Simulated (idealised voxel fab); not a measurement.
The name of this process module is voxel tone inversion.
In the cross-section labelled cut, the width is 180 nm and each square cell is 5 nm.
Cross-sections here: square-cell grids, written as top-down lists of bands, a band being one or more rows of cells. Top, bottom (nm), then materials left to right with widths (nm); lone material tagged "all across" fills the whole band edge to edge; "blank" = empty space. Counting heights begins at 0, where everything beneath is, in the wafer as received, one material. The lowest band has no bottom; it goes on downwards, as "0 -> down" shows. A width such as "30..40" changes by the same amount from each row of cells to the next, from the band's top row to its bottom row. "no modification", as given for a step, is the statement that not any cell of the cross-section underwent a change during that step. "Sealed-off cavities" means: voids of 8 cells or more that are shut off from the top with no open way through. Written width x height at distance, distance from the left edge, in nm. Formally, on a step line, whatever follows the settings is a remark that the simulator itself makes on the step. overlay nm: where the mask lay relative to plan, measured to the right, on steps with a mask; negatives go left.
## So here's the lineup of process steps we planned
- 1: op RECEIVE | material Si
- 2: op CONFORMAL_DEP | material SiN | thk nm 5
- 3: op DIRECTIONAL_DEP | material aC | thk nm 15
- 4: op PATTERN | tone cover | mask id POSTS | material resist | width nm 15 | pitch nm 40 | thk nm 20 | overlay nm 0
- 5: op DIRECTIONAL_ETCH | etch materials aC | depth nm 15
- 6: op STRIP | etch materials resist
- 7: op FILL_DEP | material SiO2 | thk nm 5
- 8: op CMP | height nm 20
- 9: op STRIP | etch materials aC
## Wafer at receipt (post step 1), cross-section
  0 -> down = Si all across
  Sealed-off cavities: none
## This is how the wafer looks in cross-section once the module is done, given the starting state and plan above and one mistake in carrying the plan out
  20 -> 5 = SiO2 (35) / blank (25) / SiO2 (15) / blank (25) / SiO2 (15) / blank (25) / SiO2 (40)
  5 -> 0 = SiN all across
  0 -> down = Si all across
  Sealed-off cavities: none
Processing error: it should be noted that step 4 was executed with settings other than those planned, the operation and settings actually applied being op PATTERN | tone cover | mask id POSTS | material resist | width nm 25 | pitch nm 40 | thk nm 20 | overlay nm 0
